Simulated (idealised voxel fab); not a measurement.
Process module under the name voxel spacer lines
cross-section cut | 255 nm wide | cells 5 nm
A cross-section is written here as square cells arranged in a grid, and it is given in bands from the top down, each band taking up one or more rows of cells. The entry gives the band's vertical extent as a top height and a bottom height in nm, then its horizontal make-up as materials from left to right, each with a width in nm. "air" stands for empty space; a single material marked "all across" fills the band edge to edge. Heights are expressed relative to 0, this being the level below which the as-received wafer comprises one material exclusively. The lowest band is unbounded in the downward direction and is denoted as in "from 0 down". Per-row width for "30 to 40": begins at first number (top row of band), ends at second number (bottom row), increment between rows held constant. The cross-section has no changed cell in any step marked "changes: none". What "Non-vented voids" gives you is every empty space of 8 cells or more that is cut off from the top. Each appears as width x height at distance, with the distance taken from the left edge and width, height and distance all in nm. That trailing text on a step's line, after the settings, is the simulator's own remark on the step. On any step carrying a mask, the "overlay nm" setting, if present on the step's line, tells how far right of its planned place the mask lay; negative values point to the left.

Planned step list for the process:
- 1: RECEIVE with material Si
- 2: CONFORMAL_DEP with material Al2O3, thk nm 10
- 3: DIRECTIONAL_DEP with material polySi, thk nm 15
- 4: DIRECTIONAL_DEP with material aC, thk nm 20
- 5: PATTERN with tone cover, mask id MANDREL, material resist, width nm 25, pitch nm 70, thk nm 25, overlay nm 0
- 6: DIRECTIONAL_ETCH with etch materials aC, depth nm 20
- 7: STRIP with etch materials resist
- 8: CONFORMAL_DEP with material SiO2, thk nm 10
- 9: DIRECTIONAL_ETCH with etch materials SiO2, depth nm 10
- 10: STRIP with etch materials aC
- 11: DIRECTIONAL_ETCH with etch materials polySi, depth nm 15
- 12: STRIP with etch materials SiO2
- 13: FILL_DEP with material lowk, thk nm 10
- 14: CMP with height nm 25

Cross-section of the incoming wafer, state after step 1:
  from 0 down: Si all across
  Non-vented voids: none

Starting structure and process plan are as shown above, but one mistake was made in running the module; the wafer cross-section at the end of the module follows:
  from 25 to 10: lowk 65 nm | polySi 10 nm | lowk 25 nm | polySi 10 nm | lowk 25 nm | polySi 10 nm | lowk 25 nm | polySi 10 nm | lowk 75 nm
  from 10 to 0: Al2O3 all across
  from 0 down: Si all across
  Non-vented voids: none
In executing the process, a mistake was made relative to the plan: note that step 5 departed from the planned setting and was carried out as PATTERN with tone cover, mask id MANDREL, material resist, width nm 25, pitch nm 70, thk nm 25, overlay nm -5
